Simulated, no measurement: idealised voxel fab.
process module | voxel air gaps
cross-section cut | 175 nm wide | cells 5 nm
A cross-section is a grid of square cells, given in bands from the top down. A band is one or more rows of cells.
Each band's line starts with the height of the band's top and of its bottom, in nm. Then come its materials from left to right, each with its width in nm. One material with "throughout" fills the band from edge to edge. "air" is empty space.
Height 0 is the level under which the wafer as received is all one material. The lowest band goes on downwards, as in "0 down".
A width such as "30 to 40" changes by the same amount from each row of cells to the next, from the band's top row to its bottom row.
"no change" after a step means that no cell of the cross-section changed.
closed voids: empty space of 8 cells or more with no open way to the top, each as width x height at its distance from the left edge, in nm
after a step's settings: what the simulator itself notes on the step
overlay nm, on a step with a mask: how far to the right of its planned place the mask lay; to the left if negative
plan
1 op RECEIVE | material Si
2 op CONFORMAL_DEP | material SiO2 | thk nm 15
3 op CONFORMAL_DEP | material SiN | thk nm 5
4 op DIRECTIONAL_DEP | material SiO2 | thk nm 35
5 op MASKED_ETCH | tone open | mask id LINES | width nm 15 | pitch nm 40 | etch materials SiO2 | depth nm 35 | overlay nm 0
6 op CONFORMAL_DEP | material TiN | thk nm 5
7 op FILL_DEP | material Cu | thk nm 10
8 op CMP | height nm 55
9 op EPI | material Ru | thk nm 10
10 op SELECTIVE_ETCH | etch materials SiO2 | depth nm 45
11 op CONFORMAL_DEP | material SiCN | thk nm 5
first wafer, as planned
as received, after step 1
  0 down: Si throughout
  closed voids: none
after step 2
  15 to 0: SiO2 throughout
  below 0: unchanged
after step 3
  20 to 15: SiN throughout
  below 15: unchanged
after step 4
  55 to 20: SiO2 throughout
  below 20: unchanged
after step 5
  55 to 20: SiO2 20 | air 15 | SiO2 25 | air 15 | SiO2 25 | air 15 | SiO2 25 | air 15 | SiO2 20
  below 20: unchanged
after step 6
  60 to 55: TiN 25 | air 5 | TiN 35 | air 5 | TiN 35 | air 5 | TiN 35 | air 5 | TiN 25
  55 to 25: SiO2 20 | TiN 5 | air 5 | TiN 5 | SiO2 25 | TiN 5 | air 5 | TiN 5 | SiO2 25 | TiN 5 | air 5 | TiN 5 | SiO2 25 | TiN 5 | air 5 | TiN 5 | SiO2 20
  25 to 20: SiO2 20 | TiN 15 | SiO2 25 | TiN 15 | SiO2 25 | TiN 15 | SiO2 25 | TiN 15 | SiO2 20
  below 20: unchanged
after step 7
  70 to 60: Cu throughout
  60 to 55: TiN 25 | Cu 5 | TiN 35 | Cu 5 | TiN 35 | Cu 5 | TiN 35 | Cu 5 | TiN 25
  55 to 25: SiO2 20 | TiN 5 | Cu 5 | TiN 5 | SiO2 25 | TiN 5 | Cu 5 | TiN 5 | SiO2 25 | TiN 5 | Cu 5 | TiN 5 | SiO2 25 | TiN 5 | Cu 5 | TiN 5 | SiO2 20
  below 25: unchanged
after step 8
  55 to 25: SiO2 20 | TiN 5 | Cu 5 | TiN 5 | SiO2 25 | TiN 5 | Cu 5 | TiN 5 | SiO2 25 | TiN 5 | Cu 5 | TiN 5 | SiO2 25 | TiN 5 | Cu 5 | TiN 5 | SiO2 20
  below 25: unchanged
after step 9
  65 to 55: air 10 | Ru 35 | air 5 | Ru 35 | air 5 | Ru 35 | air 5 | Ru 35 | air 10
  below 55: unchanged
after step 10
  65 to 55: air 10 | Ru 35 | air 5 | Ru 35 | air 5 | Ru 35 | air 5 | Ru 35 | air 10
  55 to 25: air 20 | TiN 5 | Cu 5 | TiN 5 | air 25 | TiN 5 | Cu 5 | TiN 5 | air 25 | TiN 5 | Cu 5 | TiN 5 | air 25 | TiN 5 | Cu 5 | TiN 5 | air 20
  25 to 20: air 20 | TiN 15 | air 25 | TiN 15 | air 25 | TiN 15 | air 25 | TiN 15 | air 20
  below 20: unchanged
after step 11
  70 to 65: air 5 | SiCN 165 | air 5
  65 to 55: air 5 | SiCN 5 | Ru 35 | SiCN 5 | Ru 35 | SiCN 5 | Ru 35 | SiCN 5 | Ru 35 | SiCN 5 | air 5
  55 to 50: air 5 | SiCN 15 | TiN 5 | Cu 5 | TiN 5 | SiCN 25 | TiN 5 | Cu 5 | TiN 5 | SiCN 25 | TiN 5 | Cu 5 | TiN 5 | SiCN 25 | TiN 5 | Cu 5 | TiN 5 | SiCN 15 | air 5
  50 to 25: air 15 | SiCN 5 | TiN 5 | Cu 5 | TiN 5 | SiCN 5 | air 15 | SiCN 5 | TiN 5 | Cu 5 | TiN 5 | SiCN 5 | air 15 | SiCN 5 | TiN 5 | Cu 5 | TiN 5 | SiCN 5 | air 15 | SiCN 5 | TiN 5 | Cu 5 | TiN 5 | SiCN 5 | air 15
  25 to 20: SiCN 20 | TiN 15 | SiCN 25 | TiN 15 | SiCN 25 | TiN 15 | SiCN 25 | TiN 15 | SiCN 20
  below 20: unchanged
  closed voids: 15 x 25 at 40; 15 x 25 at 80; 15 x 25 at 120
second wafer: like start, like plan, one mistake. Through step 9 it matches the first wafer
when step 10 should have ended
  55 to 25: SiO2 20 | TiN 5 | Cu 5 | TiN 5 | SiO2 25 | TiN 5 | Cu 5 | TiN 5 | SiO2 25 | TiN 5 | Cu 5 | TiN 5 | SiO2 25 | TiN 5 | Cu 5 | TiN 5 | SiO2 20
  below 25: unchanged
when step 11 should have ended
  60 to 55: SiCN throughout
  below 55: unchanged
what went wrong: step 10 ran as: op SELECTIVE_ETCH | etch materials Ru | depth nm 45
at the end the second wafer has, in cells: 56 fewer of Ru | 92 fewer of SiCN | 161 more of SiO2
closed voids at the end (first wafer, second wafer): 3, 0
